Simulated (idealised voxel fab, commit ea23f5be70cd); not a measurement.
The following process module bears the name voxel air gaps.
Section cut is 215 nm wide and gridded with 5 nm square cells.
In what follows, cross-sections appear as grids of square cells, described through bands that run from the top down, where every band is one or more rows of cells. Look at the band entry: it leads with the top's height and the bottom's height in nm. Then it lists the materials left to right, with a width in nm for each. The word "all across" on a single material says that material fills the band edge to edge. The word "empty" is empty space. Zero point of the height axis is 0; under it, received wafer = one material. Lowest band: continues down indefinitely, "0 and below". Read "30..40" as a graded width: first number on top, second number at the bottom, same change between each pair of neighbouring rows. The designation "all unchanged", where it is given for a processing step, indicates that no cell of the cross-section was altered in the course of that step. For the entry "Catalogued sealed voids", the listed items are empty spaces with no open way to the top whose size is 8 cells or more; each item follows the pattern width x height at distance, where distance is from the left edge and all three are in nm. On each step's line, the part that comes after the settings is the simulator's own comment on the step. If you see "overlay nm" on a step's line and that step has a mask, it's telling you how far right of where it was planned the mask ended up; a negative number means it went left instead.
Listed below are the process steps as planned:
- 1: op RECEIVE | material Si
- 2: op CONFORMAL_DEP | material SiO2 | thk nm 10
- 3: op CONFORMAL_DEP | material SiN | thk nm 5
- 4: op DIRECTIONAL_DEP | material lowk | thk nm 35
- 5: op DIRECTIONAL_DEP | material aC | thk nm 15
- 6: op PATTERN | tone open | mask id LINES | material resist | width nm 15 | pitch nm 45 | thk nm 35 | overlay nm 0
- 7: op DIRECTIONAL_ETCH | etch materials aC | depth nm 15
- 8: op STRIP | etch materials resist
- 9: op DIRECTIONAL_ETCH | etch materials lowk | depth nm 35
- 10: op STRIP | etch materials aC
- 11: op CONFORMAL_DEP | material TiN | thk nm 5
- 12: op FILL_DEP | material Ru | thk nm 10
- 13: op CMP | height nm 50
- 14: op EPI | material Ru | thk nm 10
- 15: op SELECTIVE_ETCH | etch materials lowk | depth nm 45
- 16: op CONFORMAL_DEP | material SiN | thk nm 5
Incoming wafer, cross-sectional view, post step 1:
> 0 and below = Si all across
> Catalogued sealed voids: none
Here's the cross-section of the first of our two wafers at the end of the module - it ran as planned:
> 65 down to 60 = empty: 40, then SiN: 135, then empty: 40
> 60 down to 50 = empty: 40, then SiN: 5, then Ru: 35, then SiN: 10, then Ru: 35, then SiN: 10, then Ru: 35, then SiN: 5, then empty: 40
> 50 down to 45 = empty: 40, then SiN: 15, then TiN: 5, then Ru: 5, then TiN: 5, then SiN: 30, then TiN: 5, then Ru: 5, then TiN: 5, then SiN: 30, then TiN: 5, then Ru: 5, then TiN: 5, then SiN: 15, then empty: 40
> 45 down to 20 = empty: 50, then SiN: 5, then TiN: 5, then Ru: 5, then TiN: 5, then SiN: 5, then empty: 20, then SiN: 5, then TiN: 5, then Ru: 5, then TiN: 5, then SiN: 5, then empty: 20, then SiN: 5, then TiN: 5, then Ru: 5, then TiN: 5, then SiN: 5, then empty: 50
> 20 down to 15 = SiN: 55, then TiN: 15, then SiN: 30, then TiN: 15, then SiN: 30, then TiN: 15, then SiN: 55
> 15 down to 10 = SiN all across
> 10 down to 0 = SiO2 all across
> 0 and below = Si all across
> Catalogued sealed voids: 20 x 25 at 75; 20 x 25 at 120
So this is wafer number two of the two, cut at the end of the module - it started where the first did and had the same plan, we just got one thing wrong running it:
> 65 down to 60 = SiN all across
> 60 down to 45 = Ru all across
> 45 down to 40 = TiN: 60, then Ru: 5, then TiN: 40, then Ru: 5, then TiN: 40, then Ru: 5, then TiN: 60
> 40 down to 10 = lowk: 55, then TiN: 5, then Ru: 5, then TiN: 5, then lowk: 30, then TiN: 5, then Ru: 5, then TiN: 5, then lowk: 30, then TiN: 5, then Ru: 5, then TiN: 5, then lowk: 55
> 10 down to 5 = lowk: 55, then TiN: 15, then lowk: 30, then TiN: 15, then lowk: 30, then TiN: 15, then lowk: 55
> 5 down to 0 = SiN all across
> 0 and below = Si all across
> Catalogued sealed voids: none
What was the processing mistake? step 2 of the plan: omitted, not performed
At the finish, the second wafer shows more or fewer cells for some materials than the first does: +90 Ru | -78 SiN | -86 SiO2 | +40 TiN | +238 lowk
Quick summary for you: first wafer finishes at 2 closed voids, second at 0.
